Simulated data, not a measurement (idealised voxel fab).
Process module, titled voxel capacitor over wiring
Xsec cut, 220 nm wide, square cell size 5 nm.
Cross-section = grid of square cells, listed top down in bands; band = one or more rows.
Quick guide to a band line: top height, bottom height (nm) up front; then every material left to right with its width in nm. Only one material and it's marked "edge to edge"? Then it fills the band edge to edge. And "blank" just means empty space.
Heights are measured from 0, the level below which the as-received wafer is all one material; the lowest band has no bottom and continues downward, written as in "from 0 down".
The notation "30->40" denotes a width that varies across the rows of cells in the band, beginning at the first number in the top row, finishing at the second number in the bottom row, and changing by an identical amount from each row to the next.
What does "remained unchanged" mean for a step? It means no cell of the cross-section changed in that step.
The label "Voids lacking openings" introduces a list of the empty spaces, 8 cells or larger, that have no open way up to the top; each entry in it reads width x height at distance, where the distance is taken from the left edge and all three are stated in nm.
Note: text after step settings on the step line = simulator remark on that step.
overlay nm: right-of-plan distance of the mask on a masked step; negative values mean left-of-plan.
Read each pair as before and after one process step. The after cross-section shows only down to the lowest band that changed. The step between them and its settings are given below the pair. Pairs can come from different runs of this module on the same starting wafer. A pair continues from the pair above only where its "Pre-step snapshot" entry says so.
Pre-step snapshot
	from 0 down: Si edge to edge
	Voids lacking openings: none
Resultant Cross-Section
	from 10 to 0: SiO2 edge to edge
	Under 0: no change, same as before.
	Voids lacking openings: none
Can you say which step sits between the two cross-sections above? CONFORMAL_DEP (material SiO2; thk nm 10)
Pre-step snapshot: = after-state of the pair above.
Resultant Cross-Section
	from 15 to 10: TiN edge to edge
	Under 10: no change, same as before.
	Voids lacking openings: none
Can you say which step sits between the two cross-sections above? DIRECTIONAL_DEP (material TiN; thk nm 5)
Pre-step snapshot: = after-state of the pair above.
Resultant Cross-Section
	from 30 to 15: W edge to edge
	Under 15: no change, same as before.
	Voids lacking openings: none
Can you say which step sits between the two cross-sections above? DIRECTIONAL_DEP (material W; thk nm 15)
Pre-step snapshot: = after-state of the pair above.
Resultant Cross-Section
	from 40 to 30: aC edge to edge
	Under 30: no change, same as before.
	Voids lacking openings: none
Can you say which step sits between the two cross-sections above? DIRECTIONAL_DEP (material aC; thk nm 10)
Pre-step snapshot: = after-state of the pair above.
Resultant Cross-Section
	from 70 to 40: 65 blank; 20 resist; 50 blank; 20 resist; 65 blank
	Under 40: no change, same as before.
	Voids lacking openings: none
Can you say which step sits between the two cross-sections above? PATTERN (tone cover; mask id METAL_1; material resist; width nm 20; pitch nm 70; thk nm 30; overlay nm 0)
Pre-step snapshot: = after-state of the pair above.
Resultant Cross-Section
	from 60 to 40: 65 blank; 20 resist; 50 blank; 20 resist; 65 blank
	from 40 to 30: 65 blank; 20 aC; 50 blank; 20 aC; 65 blank
	Under 30: no change, same as before.
	Voids lacking openings: none
Can you say which step sits between the two cross-sections above? DIRECTIONAL_ETCH (etch materials aC; depth nm 10)
Pre-step snapshot: = after-state of the pair above.
Resultant Cross-Section
	from 40 to 30: 65 blank; 20 aC; 50 blank; 20 aC; 65 blank
	Under 30: no change, same as before.
	Voids lacking openings: none
Can you say which step sits between the two cross-sections above? STRIP (etch materials resist)
Pre-step snapshot: = after-state of the pair above.
Resultant Cross-Section
	from 40 to 30: 65 blank; 20 aC; 50 blank; 20 aC; 65 blank
	from 30 to 15: 65 blank; 20 W; 50 blank; 20 W; 65 blank
	Under 15: no change, same as before.
	Voids lacking openings: none
Can you say which step sits between the two cross-sections above? DIRECTIONAL_ETCH (etch materials W; depth nm 15)
Pre-step snapshot: = after-state of the pair above.
Resultant Cross-Section
	from 40 to 30: 65 blank; 20 aC; 50 blank; 20 aC; 65 blank
	from 30 to 15: 65 blank; 20 W; 50 blank; 20 W; 65 blank
	from 15 to 10: 65 blank; 20 TiN; 50 blank; 20 TiN; 65 blank
	Under 10: no change, same as before.
	Voids lacking openings: none
Can you say which step sits between the two cross-sections above? DIRECTIONAL_ETCH (etch materials TiN; depth nm 5)
Pre-step snapshot: = after-state of the pair above.
Resultant Cross-Section
	from 30 to 15: 65 blank; 20 W; 50 blank; 20 W; 65 blank
	Under 15: no change, same as before.
	Voids lacking openings: none
Can you say which step sits between the two cross-sections above? STRIP (etch materials aC)
Pre-step snapshot: = after-state of the pair above.
Resultant Cross-Section
	from 35 to 30: 60 blank; 30 SiCN; 40 blank; 30 SiCN; 60 blank
	from 30 to 15: 60 blank; 5 SiCN; 20 W; 5 SiCN; 40 blank; 5 SiCN; 20 W; 5 SiCN; 60 blank
	from 15 to 10: 65 SiCN; 20 TiN; 50 SiCN; 20 TiN; 65 SiCN
	Under 10: no change, same as before.
	Voids lacking openings: none
Can you say which step sits between the two cross-sections above? CONFORMAL_DEP (material SiCN; thk nm 5)
Pre-step snapshot: = after-state of the pair above.
Resultant Cross-Section
	from 40 to 35: SiO2 edge to edge
	from 35 to 30: 60 SiO2; 30 SiCN; 40 SiO2; 30 SiCN; 60 SiO2
	from 30 to 15: 60 SiO2; 5 SiCN; 20 W; 5 SiCN; 40 SiO2; 5 SiCN; 20 W; 5 SiCN; 60 SiO2
	Under 15: no change, same as before.
	Voids lacking openings: none
Can you say which step sits between the two cross-sections above? FILL_DEP (material SiO2; thk nm 5)
Pre-step snapshot: = after-state of the pair above.
Resultant Cross-Section
	from 30 to 15: 60 SiO2; 5 SiCN; 20 W; 5 SiCN; 40 SiO2; 5 SiCN; 20 W; 5 SiCN; 60 SiO2
	Under 15: no change, same as before.
	Voids lacking openings: none
Can you say which step sits between the two cross-sections above? CMP (height nm 30)
Pre-step snapshot: = after-state of the pair above.
Resultant Cross-Section
	from 35 to 30: SiCN edge to edge
	Under 30: no change, same as before.
	Voids lacking openings: none
Can you say which step sits between the two cross-sections above? CONFORMAL_DEP (material SiCN; thk nm 5)
Pre-step snapshot: = after-state of the pair above.
Resultant Cross-Section
	from 50 to 35: SiO2 edge to edge
	Under 35: no change, same as before.
	Voids lacking openings: none
Can you say which step sits between the two cross-sections above? DIRECTIONAL_DEP (material SiO2; thk nm 15)
Pre-step snapshot: = after-state of the pair above.
Resultant Cross-Section
	from 50 to 35: 70 SiO2; 15 blank; 135 SiO2
	Under 35: no change, same as before.
	Voids lacking openings: none
Can you say which step sits between the two cross-sections above? MASKED_ETCH (tone open; mask id PLUG_1; width nm 15; etch materials SiO2; depth nm 15; overlay nm 0)
Pre-step snapshot: = after-state of the pair above.
Resultant Cross-Section
	from 50 to 35: 70 SiO2; 15 blank; 135 SiO2
	from 35 to 30: 70 SiCN; 15 blank; 135 SiCN
	Under 30: no change, same as before.
	Voids lacking openings: none
Can you say which step sits between the two cross-sections above? MASKED_ETCH (tone open; mask id PLUG_1; width nm 15; etch materials SiCN; depth nm 5; overlay nm 0)
Pre-step snapshot: = after-state of the pair above.
Resultant Cross-Section
	from 55 to 50: 75 TiN; 5 blank; 140 TiN
	from 50 to 35: 70 SiO2; 5 TiN; 5 blank; 5 TiN; 135 SiO2
	from 35 to 30: 70 SiCN; 15 TiN; 135 SiCN
	Under 30: no change, same as before.
	Voids lacking openings: none
Can you say which step sits between the two cross-sections above? CONFORMAL_DEP (material TiN; thk nm 5)
Pre-step snapshot: = after-state of the pair above.
Resultant Cross-Section
	from 60 to 55: Ru edge to edge
	from 55 to 50: 75 TiN; 5 Ru; 140 TiN
	from 50 to 35: 70 SiO2; 5 TiN; 5 Ru; 5 TiN; 135 SiO2
	Under 35: no change, same as before.
	Voids lacking openings: none
Can you say which step sits between the two cross-sections above? FILL_DEP (material Ru; thk nm 5)
Pre-step snapshot: = after-state of the pair above.
Resultant Cross-Section
	from 50 to 35: 70 SiO2; 5 TiN; 5 Ru; 5 TiN; 135 SiO2
	Under 35: no change, same as before.
	Voids lacking openings: none
Can you say which step sits between the two cross-sections above? CMP (height nm 50)
Pre-step snapshot: = after-state of the pair above.
Resultant Cross-Section
	from 60 to 50: TiN edge to edge
	Under 50: no change, same as before.
	Voids lacking openings: none
Can you say which step sits between the two cross-sections above? DIRECTIONAL_DEP (material TiN; thk nm 10)
Pre-step snapshot: = after-state of the pair above.
Resultant Cross-Section
	from 65 to 60: HfO2 edge to edge
	Under 60: no change, same as before.
	Voids lacking openings: none
Can you say which step sits between the two cross-sections above? DIRECTIONAL_DEP (material HfO2; thk nm 5)
Pre-step snapshot: = after-state of the pair above.
Resultant Cross-Section
	from 70 to 65: TiN edge to edge
	Under 65: no change, same as before.
	Voids lacking openings: none
Can you say which step sits between the two cross-sections above? DIRECTIONAL_DEP (material TiN; thk nm 5)
Pre-step snapshot: = after-state of the pair above.
Resultant Cross-Section
	from 85 to 70: 70 blank; 55 resist; 95 blank
	Under 70: no change, same as before.
	Voids lacking openings: none
Can you say which step sits between the two cross-sections above? PATTERN (tone cover; mask id UPPER_PLATE; material resist; width nm 55; thk nm 15; overlay nm 0)
Pre-step snapshot: = after-state of the pair above.
Resultant Cross-Section
	from 85 to 70: 70 blank; 55 resist; 95 blank
	from 70 to 65: 70 blank; 55 TiN; 95 blank
	Under 65: no change, same as before.
	Voids lacking openings: none
Can you say which step sits between the two cross-sections above? DIRECTIONAL_ETCH (etch materials TiN; depth nm 5)
Pre-step snapshot: = after-state of the pair above.
Resultant Cross-Section
	from 85 to 70: 70 blank; 55 resist; 95 blank
	from 70 to 65: 70 blank; 55 TiN; 95 blank
	from 65 to 60: 70 blank; 55 HfO2; 95 blank
	Under 60: no change, same as before.
	Voids lacking openings: none
Can you say which step sits between the two cross-sections above? DIRECTIONAL_ETCH (etch materials HfO2; depth nm 5)
Pre-step snapshot: = after-state of the pair above.
Resultant Cross-Section
	from 70 to 65: 70 blank; 55 TiN; 95 blank
	Under 65: no change, same as before.
	Voids lacking openings: none
Can you say which step sits between the two cross-sections above? STRIP (etch materials resist)
Pre-step snapshot: = after-state of the pair above.
Resultant Cross-Section
	from 80 to 70: 70 blank; 55 aC; 95 blank
	from 70 to 65: 70 aC; 55 TiN; 95 aC
	from 65 to 60: 70 aC; 55 HfO2; 95 aC
	Under 60: no change, same as before.
	Voids lacking openings: none
Can you say which step sits between the two cross-sections above? DIRECTIONAL_DEP (material aC; thk nm 10)
Pre-step snapshot: = after-state of the pair above.
Resultant Cross-Section
	from 105 to 80: 65 blank; 65 resist; 90 blank
	from 80 to 70: 65 blank; 5 resist; 55 aC; 5 resist; 90 blank
	Under 70: no change, same as before.
	Voids lacking openings: none
Can you say which step sits between the two cross-sections above? PATTERN (tone cover; mask id LOWER_PLATE; material resist; width nm 65; thk nm 25; overlay nm 0)
Pre-step snapshot: = after-state of the pair above.
Resultant Cross-Section
	from 95 to 80: 65 blank; 65 resist; 90 blank
	from 80 to 70: 65 blank; 5 resist; 55 aC; 5 resist; 90 blank
	from 70 to 65: 65 blank; 5 aC; 55 TiN; 5 aC; 90 blank
	from 65 to 60: 65 blank; 5 aC; 55 HfO2; 5 aC; 90 blank
	Under 60: no change, same as before.
	Voids lacking openings: none
Can you say which step sits between the two cross-sections above? DIRECTIONAL_ETCH (etch materials aC; depth nm 10)
Pre-step snapshot: = after-state of the pair above.
Resultant Cross-Section
	from 80 to 70: 70 blank; 55 aC; 95 blank
	Under 70: no change, same as before.
	Voids lacking openings: none
Can you say which step sits between the two cross-sections above? STRIP (etch materials resist)
Pre-step snapshot: = after-state of the pair above.
Resultant Cross-Section
	from 80 to 70: 70 blank; 55 aC; 95 blank
	from 70 to 65: 65 blank; 5 aC; 55 TiN; 5 aC; 90 blank
	from 65 to 60: 65 blank; 5 aC; 55 HfO2; 5 aC; 90 blank
	from 60 to 50: 65 blank; 65 TiN; 90 blank
	Under 50: no change, same as before.
	Voids lacking openings: none
Can you say which step sits between the two cross-sections above? DIRECTIONAL_ETCH (etch materials TiN; depth nm 10)
Pre-step snapshot: = after-state of the pair above.
Resultant Cross-Section
	from 70 to 65: 70 blank; 55 TiN; 95 blank
	from 65 to 60: 70 blank; 55 HfO2; 95 blank
	Under 60: no change, same as before.
	Voids lacking openings: none
Can you say which step sits between the two cross-sections above? STRIP (etch materials aC)
Pre-step snapshot: = after-state of the pair above.
Resultant Cross-Section
	from 85 to 70: SiO2 edge to edge
	from 70 to 65: 70 SiO2; 55 TiN; 95 SiO2
	from 65 to 60: 70 SiO2; 55 HfO2; 95 SiO2
	from 60 to 50: 65 SiO2; 65 TiN; 90 SiO2
	Under 50: no change, same as before.
	Voids lacking openings: none
Can you say which step sits between the two cross-sections above? FILL_DEP (material SiO2; thk nm 15)
Pre-step snapshot: = after-state of the pair above.
Resultant Cross-Section
	from 80 to 70: SiO2 edge to edge
	Under 70: no change, same as before.
	Voids lacking openings: none
Can you say which step sits between the two cross-sections above? CMP (height nm 80)
Pre-step snapshot: = after-state of the pair above.
Resultant Cross-Section
	from 100 to 80: 80 resist; 15 blank; 125 resist
	Under 80: no change, same as before.
	Voids lacking openings: none
Can you say which step sits between the two cross-sections above? PATTERN (tone open; mask id PLUG_2; material resist; width nm 15; thk nm 20; overlay nm 0)
Pre-step snapshot: = after-state of the pair above.
Resultant Cross-Section
	from 100 to 80: 80 resist; 15 blank; 125 resist
	from 80 to 70: 80 SiO2; 15 blank; 125 SiO2
	Under 70: no change, same as before.
	Voids lacking openings: none
Can you say which step sits between the two cross-sections above? DIRECTIONAL_ETCH (etch materials SiO2; depth nm 10)
Pre-step snapshot: = after-state of the pair above.
Resultant Cross-Section
	from 80 to 70: 80 SiO2; 15 blank; 125 SiO2
	Under 70: no change, same as before.
	Voids lacking openings: none
Can you say which step sits between the two cross-sections above? STRIP (etch materials resist)
Pre-step snapshot: = after-state of the pair above.
Resultant Cross-Section
	from 85 to 80: 85 TiN; 5 blank; 130 TiN
	from 80 to 75: 80 SiO2; 5 TiN; 5 blank; 5 TiN; 125 SiO2
	from 75 to 65: 80->70 SiO2; 15->55 TiN; 125->95 SiO2
	Under 65: no change, same as before.
	Voids lacking openings: none
Can you say which step sits between the two cross-sections above? CONFORMAL_DEP (material TiN; thk nm 5)
Pre-step snapshot: = after-state of the pair above.
Resultant Cross-Section
	from 95 to 85: Ru edge to edge
	from 85 to 80: 85 TiN; 5 Ru; 130 TiN
	from 80 to 75: 80 SiO2; 5 TiN; 5 Ru; 5 TiN; 125 SiO2
	Under 75: no change, same as before.
	Voids lacking openings: none
Can you say which step sits between the two cross-sections above? FILL_DEP (material Ru; thk nm 10)
Pre-step snapshot: = after-state of the pair above.
Resultant Cross-Section
	from 80 to 75: 80 SiO2; 5 TiN; 5 Ru; 5 TiN; 125 SiO2
	Under 75: no change, same as before.
	Voids lacking openings: none
Can you say which step sits between the two cross-sections above? CMP (height nm 80)
Pre-step snapshot: = after-state of the pair above.
Resultant Cross-Section
	from 85 to 80: SiN edge to edge
	Under 80: no change, same as before.
	Voids lacking openings: none
Can you say which step sits between the two cross-sections above? CONFORMAL_DEP (material SiN; thk nm 5)
Pre-step snapshot
	from 10 to 0: SiO2 edge to edge
	from 0 down: Si edge to edge
	Voids lacking openings: none
Resultant Cross-Section
	from 25 to 10: W edge to edge
	Under 10: no change, same as before.
	Voids lacking openings: none
Can you say which step sits between the two cross-sections above? DIRECTIONAL_DEP (material W; thk nm 15)
Pre-step snapshot: = after-state of the pair above.
Resultant Cross-Section
	from 35 to 25: aC edge to edge
	Under 25: no change, same as before.
	Voids lacking openings: none
Can you say which step sits between the two cross-sections above? DIRECTIONAL_DEP (material aC; thk nm 10)
Pre-step snapshot: = after-state of the pair above.
Resultant Cross-Section
	from 65 to 35: 65 blank; 20 resist; 50 blank; 20 resist; 65 blank
	Under 35: no change, same as before.
	Voids lacking openings: none
Can you say which step sits between the two cross-sections above? PATTERN (tone cover; mask id METAL_1; material resist; width nm 20; pitch nm 70; thk nm 30; overlay nm 0)
Pre-step snapshot: = after-state of the pair above.
Resultant Cross-Section
	from 55 to 35: 65 blank; 20 resist; 50 blank; 20 resist; 65 blank
	from 35 to 25: 65 blank; 20 aC; 50 blank; 20 aC; 65 blank
	Under 25: no change, same as before.
	Voids lacking openings: none
Can you say which step sits between the two cross-sections above? DIRECTIONAL_ETCH (etch materials aC; depth nm 10)
Pre-step snapshot: = after-state of the pair above.
Resultant Cross-Section
	from 35 to 25: 65 blank; 20 aC; 50 blank; 20 aC; 65 blank
	Under 25: no change, same as before.
	Voids lacking openings: none
Can you say which step sits between the two cross-sections above? STRIP (etch materials resist)
Pre-step snapshot: = after-state of the pair above.
Resultant Cross-Section
	from 35 to 25: 65 blank; 20 aC; 50 blank; 20 aC; 65 blank
	from 25 to 10: 65 blank; 20 W; 50 blank; 20 W; 65 blank
	Under 10: no change, same as before.
	Voids lacking openings: none
Can you say which step sits between the two cross-sections above? DIRECTIONAL_ETCH (etch materials W; depth nm 15)
Pre-step snapshot: = after-state of the pair above.
Resultant Cross-Section
	from 25 to 10: 65 blank; 20 W; 50 blank; 20 W; 65 blank
	Under 10: no change, same as before.
	Voids lacking openings: none
Can you say which step sits between the two cross-sections above? STRIP (etch materials aC)
Pre-step snapshot: = after-state of the pair above.
Resultant Cross-Section
	from 30 to 25: 60 blank; 30 SiCN; 40 blank; 30 SiCN; 60 blank
	from 25 to 15: 60 blank; 5 SiCN; 20 W; 5 SiCN; 40 blank; 5 SiCN; 20 W; 5 SiCN; 60 blank
	from 15 to 10: 65 SiCN; 20 W; 50 SiCN; 20 W; 65 SiCN
	Under 10: no change, same as before.
	Voids lacking openings: none
Can you say which step sits between the two cross-sections above? CONFORMAL_DEP (material SiCN; thk nm 5)
Pre-step snapshot: = after-state of the pair above.
Resultant Cross-Section
	from 35 to 30: SiO2 edge to edge
	from 30 to 25: 60 SiO2; 30 SiCN; 40 SiO2; 30 SiCN; 60 SiO2
	from 25 to 15: 60 SiO2; 5 SiCN; 20 W; 5 SiCN; 40 SiO2; 5 SiCN; 20 W; 5 SiCN; 60 SiO2
	Under 15: no change, same as before.
	Voids lacking openings: none
Can you say which step sits between the two cross-sections above? FILL_DEP (material SiO2; thk nm 5)
Pre-step snapshot: = after-state of the pair above.
Resultant Cross-Section
	from 30 to 25: 60 SiO2; 30 SiCN; 40 SiO2; 30 SiCN; 60 SiO2
	Under 25: no change, same as before.
	Voids lacking openings: none
Can you say which step sits between the two cross-sections above? CMP (height nm 30)
Pre-step snapshot: = after-state of the pair above.
Resultant Cross-Section
	from 35 to 30: SiCN edge to edge
	Under 30: no change, same as before.
	Voids lacking openings: none
Can you say which step sits between the two cross-sections above? CONFORMAL_DEP (material SiCN; thk nm 5)
Pre-step snapshot: = after-state of the pair above.
Resultant Cross-Section
	from 50 to 35: SiO2 edge to edge
	Under 35: no change, same as before.
	Voids lacking openings: none
Can you say which step sits between the two cross-sections above? DIRECTIONAL_DEP (material SiO2; thk nm 15)
Pre-step snapshot: = after-state of the pair above.
Resultant Cross-Section
	from 50 to 35: 70 SiO2; 15 blank; 135 SiO2
	Under 35: no change, same as before.
	Voids lacking openings: none
Can you say which step sits between the two cross-sections above? MASKED_ETCH (tone open; mask id PLUG_1; width nm 15; etch materials SiO2; depth nm 15; overlay nm 0)
Pre-step snapshot: = after-state of the pair above.
Resultant Cross-Section
	from 50 to 35: 70 SiO2; 15 blank; 135 SiO2
	from 35 to 30: 70 SiCN; 15 blank; 135 SiCN
	Under 30: no change, same as before.
	Voids lacking openings: none
Can you say which step sits between the two cross-sections above? MASKED_ETCH (tone open; mask id PLUG_1; width nm 15; etch materials SiCN; depth nm 5; overlay nm 0)
Pre-step snapshot: = after-state of the pair above.
Resultant Cross-Section
	from 55 to 50: 75 TiN; 5 blank; 140 TiN
	from 50 to 35: 70 SiO2; 5 TiN; 5 blank; 5 TiN; 135 SiO2
	from 35 to 30: 70 SiCN; 15 TiN; 135 SiCN
	Under 30: no change, same as before.
	Voids lacking openings: none
Can you say which step sits between the two cross-sections above? CONFORMAL_DEP (material TiN; thk nm 5)
Pre-step snapshot: = after-state of the pair above.
Resultant Cross-Section
	from 60 to 55: Ru edge to edge
	from 55 to 50: 75 TiN; 5 Ru; 140 TiN
	from 50 to 35: 70 SiO2; 5 TiN; 5 Ru; 5 TiN; 135 SiO2
	Under 35: no change, same as before.
	Voids lacking openings: none
Can you say which step sits between the two cross-sections above? FILL_DEP (material Ru; thk nm 5)
Pre-step snapshot: = after-state of the pair above.
Resultant Cross-Section
	from 50 to 35: 70 SiO2; 5 TiN; 5 Ru; 5 TiN; 135 SiO2
	Under 35: no change, same as before.
	Voids lacking openings: none
Can you say which step sits between the two cross-sections above? CMP (height nm 50)
Pre-step snapshot: = after-state of the pair above.
Resultant Cross-Section
	from 60 to 50: TiN edge to edge
	Under 50: no change, same as before.
	Voids lacking openings: none
Can you say which step sits between the two cross-sections above? DIRECTIONAL_DEP (material TiN; thk nm 10)
Pre-step snapshot: = after-state of the pair above.
Resultant Cross-Section
	from 65 to 60: HfO2 edge to edge
	Under 60: no change, same as before.
	Voids lacking openings: none
Can you say which step sits between the two cross-sections above? DIRECTIONAL_DEP (material HfO2; thk nm 5)
Pre-step snapshot: = after-state of the pair above.
Resultant Cross-Section
	from 70 to 65: TiN edge to edge
	Under 65: no change, same as before.
	Voids lacking openings: none
Can you say which step sits between the two cross-sections above? DIRECTIONAL_DEP (material TiN; thk nm 5)
Pre-step snapshot: = after-state of the pair above.
Resultant Cross-Section
	from 85 to 70: 70 blank; 55 resist; 95 blank
	Under 70: no change, same as before.
	Voids lacking openings: none
Can you say which step sits between the two cross-sections above? PATTERN (tone cover; mask id UPPER_PLATE; material resist; width nm 55; thk nm 15; overlay nm 0)
Pre-step snapshot: = after-state of the pair above.
Resultant Cross-Section
	from 85 to 70: 70 blank; 55 resist; 95 blank
	from 70 to 65: 70 blank; 55 TiN; 95 blank
	Under 65: no change, same as before.
	Voids lacking openings: none
Can you say which step sits between the two cross-sections above? DIRECTIONAL_ETCH (etch materials TiN; depth nm 5)
Pre-step snapshot: = after-state of the pair above.
Resultant Cross-Section
	from 85 to 70: 70 blank; 55 resist; 95 blank
	from 70 to 65: 70 blank; 55 TiN; 95 blank
	from 65 to 60: 70 blank; 55 HfO2; 95 blank
	Under 60: no change, same as before.
	Voids lacking openings: none
Can you say which step sits between the two cross-sections above? DIRECTIONAL_ETCH (etch materials HfO2; depth nm 5)
Pre-step snapshot: = after-state of the pair above.
Resultant Cross-Section
	from 70 to 65: 70 blank; 55 TiN; 95 blank
	Under 65: no change, same as before.
	Voids lacking openings: none
Can you say which step sits between the two cross-sections above? STRIP (etch materials resist)
Pre-step snapshot: = after-state of the pair above.
Resultant Cross-Section
	from 80 to 70: 70 blank; 55 aC; 95 blank
	from 70 to 65: 70 aC; 55 TiN; 95 aC
	from 65 to 60: 70 aC; 55 HfO2; 95 aC
	Under 60: no change, same as before.
	Voids lacking openings: none
Can you say which step sits between the two cross-sections above? DIRECTIONAL_DEP (material aC; thk nm 10)
Pre-step snapshot: = after-state of the pair above.
Resultant Cross-Section
	from 105 to 80: 65 blank; 65 resist; 90 blank
	from 80 to 70: 65 blank; 5 resist; 55 aC; 5 resist; 90 blank
	Under 70: no change, same as before.
	Voids lacking openings: none
Can you say which step sits between the two cross-sections above? PATTERN (tone cover; mask id LOWER_PLATE; material resist; width nm 65; thk nm 25; overlay nm 0)
Pre-step snapshot: = after-state of the pair above.
Resultant Cross-Section
	from 95 to 80: 65 blank; 65 resist; 90 blank
	from 80 to 70: 65 blank; 5 resist; 55 aC; 5 resist; 90 blank
	from 70 to 65: 65 blank; 5 aC; 55 TiN; 5 aC; 90 blank
	from 65 to 60: 65 blank; 5 aC; 55 HfO2; 5 aC; 90 blank
	Under 60: no change, same as before.
	Voids lacking openings: none
Can you say which step sits between the two cross-sections above? DIRECTIONAL_ETCH (etch materials aC; depth nm 10)
Pre-step snapshot: = after-state of the pair above.
Resultant Cross-Section
	from 80 to 70: 70 blank; 55 aC; 95 blank
	Under 70: no change, same as before.
	Voids lacking openings: none
Can you say which step sits between the two cross-sections above? STRIP (etch materials resist)
Pre-step snapshot: = after-state of the pair above.
Resultant Cross-Section
	from 80 to 70: 70 blank; 55 aC; 95 blank
	from 70 to 65: 65 blank; 5 aC; 55 TiN; 5 aC; 90 blank
	from 65 to 60: 65 blank; 5 aC; 55 HfO2; 5 aC; 90 blank
	from 60 to 50: 65 blank; 65 TiN; 90 blank
	Under 50: no change, same as before.
	Voids lacking openings: none
Can you say which step sits between the two cross-sections above? DIRECTIONAL_ETCH (etch materials TiN; depth nm 10)
Pre-step snapshot: = after-state of the pair above.
Resultant Cross-Section
	from 70 to 65: 70 blank; 55 TiN; 95 blank
	from 65 to 60: 70 blank; 55 HfO2; 95 blank
	Under 60: no change, same as before.
	Voids lacking openings: none
Can you say which step sits between the two cross-sections above? STRIP (etch materials aC)
Pre-step snapshot: = after-state of the pair above.
Resultant Cross-Section
	from 85 to 70: SiO2 edge to edge
	from 70 to 65: 70 SiO2; 55 TiN; 95 SiO2
	from 65 to 60: 70 SiO2; 55 HfO2; 95 SiO2
	from 60 to 50: 65 SiO2; 65 TiN; 90 SiO2
	Under 50: no change, same as before.
	Voids lacking openings: none
Can you say which step sits between the two cross-sections above? FILL_DEP (material SiO2; thk nm 15)
Pre-step snapshot: = after-state of the pair above.
Resultant Cross-Section
	from 80 to 70: SiO2 edge to edge
	Under 70: no change, same as before.
	Voids lacking openings: none
Can you say which step sits between the two cross-sections above? CMP (height nm 80)
Pre-step snapshot: = after-state of the pair above.
Resultant Cross-Section
	from 100 to 80: 80 resist; 15 blank; 125 resist
	Under 80: no change, same as before.
	Voids lacking openings: none
Can you say which step sits between the two cross-sections above? PATTERN (tone open; mask id PLUG_2; material resist; width nm 15; thk nm 20; overlay nm 0)
Pre-step snapshot: = after-state of the pair above.
Resultant Cross-Section
	from 100 to 80: 80 resist; 15 blank; 125 resist
	from 80 to 70: 80 SiO2; 15 blank; 125 SiO2
	Under 70: no change, same as before.
	Voids lacking openings: none
Can you say which step sits between the two cross-sections above? DIRECTIONAL_ETCH (etch materials SiO2; depth nm 10)
Pre-step snapshot: = after-state of the pair above.
Resultant Cross-Section
	from 80 to 70: 80 SiO2; 15 blank; 125 SiO2
	Under 70: no change, same as before.
	Voids lacking openings: none
Can you say which step sits between the two cross-sections above? STRIP (etch materials resist)
Pre-step snapshot: = after-state of the pair above.
Resultant Cross-Section
	from 85 to 80: 85 TiN; 5 blank; 130 TiN
	from 80 to 75: 80 SiO2; 5 TiN; 5 blank; 5 TiN; 125 SiO2
	from 75 to 65: 80->70 SiO2; 15->55 TiN; 125->95 SiO2
	Under 65: no change, same as before.
	Voids lacking openings: none
Can you say which step sits between the two cross-sections above? CONFORMAL_DEP (material TiN; thk nm 5)
Pre-step snapshot: = after-state of the pair above.
Resultant Cross-Section
	from 95 to 85: Ru edge to edge
	from 85 to 80: 85 TiN; 5 Ru; 130 TiN
	from 80 to 75: 80 SiO2; 5 TiN; 5 Ru; 5 TiN; 125 SiO2
	Under 75: no change, same as before.
	Voids lacking openings: none
Can you say which step sits between the two cross-sections above? FILL_DEP (material Ru; thk nm 10)
Pre-step snapshot: = after-state of the pair above.
Resultant Cross-Section
	from 80 to 75: 80 SiO2; 5 TiN; 5 Ru; 5 TiN; 125 SiO2
	Under 75: no change, same as before.
	Voids lacking openings: none
Can you say which step sits between the two cross-sections above? CMP (height nm 80)
Pre-step snapshot: = after-state of the pair above.
Resultant Cross-Section
	from 85 to 80: SiN edge to edge
	Under 80: no change, same as before.
	Voids lacking openings: none
Can you say which step sits between the two cross-sections above? CONFORMAL_DEP (material SiN; thk nm 5)
Pre-step snapshot
	from 0 down: Si edge to edge
	Voids lacking openings: none
Resultant Cross-Section
	from 5 to 0: TiN edge to edge
	Under 0: no change, same as before.
	Voids lacking openings: none
Can you say which step sits between the two cross-sections above? DIRECTIONAL_DEP (material TiN; thk nm 5)
Pre-step snapshot: = after-state of the pair above.
Resultant Cross-Section
	from 15 to 5: SiO2 edge to edge
	Under 5: no change, same as before.
	Voids lacking openings: none
Can you say which step sits between the two cross-sections above? CONFORMAL_DEP (material SiO2; thk nm 10)
Pre-step snapshot: = after-state of the pair above.
Resultant Cross-Section
	from 30 to 15: W edge to edge
	Under 15: no change, same as before.
	Voids lacking openings: none
Can you say which step sits between the two cross-sections above? DIRECTIONAL_DEP (material W; thk nm 15)
Pre-step snapshot: = after-state of the pair above.
Resultant Cross-Section
	from 40 to 30: aC edge to edge
	Under 30: no change, same as before.
	Voids lacking openings: none
Can you say which step sits between the two cross-sections above? DIRECTIONAL_DEP (material aC; thk nm 10)
Pre-step snapshot: = after-state of the pair above.
Resultant Cross-Section
	from 70 to 40: 65 blank; 20 resist; 50 blank; 20 resist; 65 blank
	Under 40: no change, same as before.
	Voids lacking openings: none
Can you say which step sits between the two cross-sections above? PATTERN (tone cover; mask id METAL_1; material resist; width nm 20; pitch nm 70; thk nm 30; overlay nm 0)
Pre-step snapshot: = after-state of the pair above.
Resultant Cross-Section
	from 60 to 40: 65 blank; 20 resist; 50 blank; 20 resist; 65 blank
	from 40 to 30: 65 blank; 20 aC; 50 blank; 20 aC; 65 blank
	Under 30: no change, same as before.
	Voids lacking openings: none
Can you say which step sits between the two cross-sections above? DIRECTIONAL_ETCH (etch materials aC; depth nm 10)
Pre-step snapshot: = after-state of the pair above.
Resultant Cross-Section
	from 40 to 30: 65 blank; 20 aC; 50 blank; 20 aC; 65 blank
	Under 30: no change, same as before.
	Voids lacking openings: none
Can you say which step sits between the two cross-sections above? STRIP (etch materials resist)
Pre-step snapshot: = after-state of the pair above.
Resultant Cross-Section
	from 40 to 30: 65 blank; 20 aC; 50 blank; 20 aC; 65 blank
	from 30 to 15: 65 blank; 20 W; 50 blank; 20 W; 65 blank
	Under 15: no change, same as before.
	Voids lacking openings: none
Can you say which step sits between the two cross-sections above? DIRECTIONAL_ETCH (etch materials W; depth nm 15)
Pre-step snapshot: = after-state of the pair above.
Resultant Cross-Section
	from 30 to 15: 65 blank; 20 W; 50 blank; 20 W; 65 blank
	Under 15: no change, same as before.
	Voids lacking openings: none
Can you say which step sits between the two cross-sections above? STRIP (etch materials aC)
